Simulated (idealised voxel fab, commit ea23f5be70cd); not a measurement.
Process module under the name voxel spacer lines
Section shown: cut. Width: 190 nm. Cell size: 5 nm, square.
If you're reading a cross-section in this doc, picture square cells in a grid; it comes to you as bands, top ones listed first down to the bottom, and a band can be one or more rows of cells. Look at the band entry: it leads with the top's height and the bottom's height in nm. Then it lists the materials left to right, with a width in nm for each. The word "full width" on a single material says that material fills the band edge to edge. The word "blank" is empty space. Heights are measured from 0, the level below which the as-received wafer is all one material; the lowest band has no bottom and continues downward, written as in "0 -> down". Width "30->40": first value at the band's top row of cells, second value at its bottom row, equal change from row to row. "no change occurred" means the step left every cell of the cross-section as it was. In "Closed void table" the enclosed voids are listed, meaning empty spaces of 8 cells or larger without any opening to the top. The form is width x height at distance, distance from the left edge, units nm. It should be noted that, on the line of a given step, the content following the step's settings is a remark produced by the simulator itself with respect to that step. Each step line may optionally specify "overlay nm", which for a step with a mask gives the rightward distance between the mask's planned place and where it lay, a negative value indicating the leftward direction.
[Process steps foreseen in the plan]
1: RECEIVE: material Si
2: CONFORMAL_DEP: material Al2O3, thk nm 5
3: DIRECTIONAL_DEP: material TiN, thk nm 15
4: DIRECTIONAL_DEP: material aC, thk nm 20
5: PATTERN: tone cover, mask id MANDREL, material resist, width nm 15, pitch nm 50, thk nm 30, overlay nm 0
6: DIRECTIONAL_ETCH: etch materials aC, depth nm 20
7: STRIP: etch materials resist
8: CONFORMAL_DEP: material SiN, thk nm 10
9: DIRECTIONAL_ETCH: etch materials SiN, depth nm 10
10: STRIP: etch materials aC
11: DIRECTIONAL_ETCH: etch materials TiN, depth nm 15
12: STRIP: etch materials SiN
[Account of the first of two wafers, which was processed as intended]
[As received (post step 1): cross-section]
- 0 -> down | Si full width
- Closed void table: none
[after step 2]
- 5 -> 0 | Al2O3 full width
- Whatever lies below 0 is exactly as it was before.
[after step 3]
- 20 -> 5 | TiN full width
- Whatever lies below 5 is exactly as it was before.
[after step 4]
- 40 -> 20 | aC full width
- Whatever lies below 20 is exactly as it was before.
[after step 5]
- 70 -> 40 | blank 60; resist 15; blank 35; resist 15; blank 65
- Whatever lies below 40 is exactly as it was before.
[after step 6]
- 50 -> 40 | blank 60; resist 15; blank 35; resist 15; blank 65
- 40 -> 20 | blank 60; aC 15; blank 35; aC 15; blank 65
- Whatever lies below 20 is exactly as it was before.
[after step 7]
- 40 -> 20 | blank 60; aC 15; blank 35; aC 15; blank 65
- Whatever lies below 20 is exactly as it was before.
[after step 8]
- 50 -> 40 | blank 50; SiN 35; blank 15; SiN 35; blank 55
- 40 -> 30 | blank 50; SiN 10; aC 15; SiN 10; blank 15; SiN 10; aC 15; SiN 10; blank 55
- 30 -> 20 | SiN 60; aC 15; SiN 35; aC 15; SiN 65
- Whatever lies below 20 is exactly as it was before.
[after step 9]
- 40 -> 20 | blank 50; SiN 10; aC 15; SiN 10; blank 15; SiN 10; aC 15; SiN 10; blank 55
- Whatever lies below 20 is exactly as it was before.
[after step 10]
- 40 -> 20 | blank 50; SiN 10; blank 15; SiN 10; blank 15; SiN 10; blank 15; SiN 10; blank 55
- Whatever lies below 20 is exactly as it was before.
[after step 11]
- 40 -> 20 | blank 50; SiN 10; blank 15; SiN 10; blank 15; SiN 10; blank 15; SiN 10; blank 55
- 20 -> 5 | blank 50; TiN 10; blank 15; TiN 10; blank 15; TiN 10; blank 15; TiN 10; blank 55
- Whatever lies below 5 is exactly as it was before.
[after step 12]
- 20 -> 5 | blank 50; TiN 10; blank 15; TiN 10; blank 15; TiN 10; blank 15; TiN 10; blank 55
- Whatever lies below 5 is exactly as it was before.
[Second wafer, same starting conditions and recipe as the first, one mistake in executing it, nothing differs from the first up to and including step 4]
[Cross-section of the second wafer at the time by which step 5 should have been completed according to the plan]
- 70 -> 40 | resist 60; blank 15; resist 35; blank 15; resist 65
- Whatever lies below 40 is exactly as it was before.
[Cross-section of the second wafer at the time by which step 6 should have been completed according to the plan]
- 50 -> 40 | resist 60; blank 15; resist 35; blank 15; resist 65
- 40 -> 20 | aC 60; blank 15; aC 35; blank 15; aC 65
- Whatever lies below 20 is exactly as it was before.
[Cross-section of the second wafer at the time by which step 7 should have been completed according to the plan]
- 40 -> 20 | aC 60; blank 15; aC 35; blank 15; aC 65
- Whatever lies below 20 is exactly as it was before.
[Cross-section of the second wafer at the time by which step 8 should have been completed according to the plan]
- 50 -> 40 | SiN full width
- 40 -> 20 | aC 60; SiN 15; aC 35; SiN 15; aC 65
- Whatever lies below 20 is exactly as it was before.
[Cross-section of the second wafer at the time by which step 9 should have been completed according to the plan]
- 40 -> 20 | aC 60; SiN 15; aC 35; SiN 15; aC 65
- Whatever lies below 20 is exactly as it was before.
[Cross-section of the second wafer at the time by which step 10 should have been completed according to the plan]
- 40 -> 20 | blank 60; SiN 15; blank 35; SiN 15; blank 65
- Whatever lies below 20 is exactly as it was before.
[Cross-section of the second wafer at the time by which step 11 should have been completed according to the plan]
- 40 -> 20 | blank 60; SiN 15; blank 35; SiN 15; blank 65
- 20 -> 5 | blank 60; TiN 15; blank 35; TiN 15; blank 65
- Whatever lies below 5 is exactly as it was before.
[Cross-section of the second wafer at the time by which step 12 should have been completed according to the plan]
- 20 -> 5 | blank 60; TiN 15; blank 35; TiN 15; blank 65
- Whatever lies below 5 is exactly as it was before.
It is concluded that the wafer was processed incorrectly with respect to the plan, in that step 5 did not happen as planned, as run it was PATTERN: tone open, mask id MANDREL, material resist, width nm 15, pitch nm 50, thk nm 30, overlay nm 0
FYI, end of process, the second wafer has more or fewer cells of some materials than the first: TiN: 6 fewer
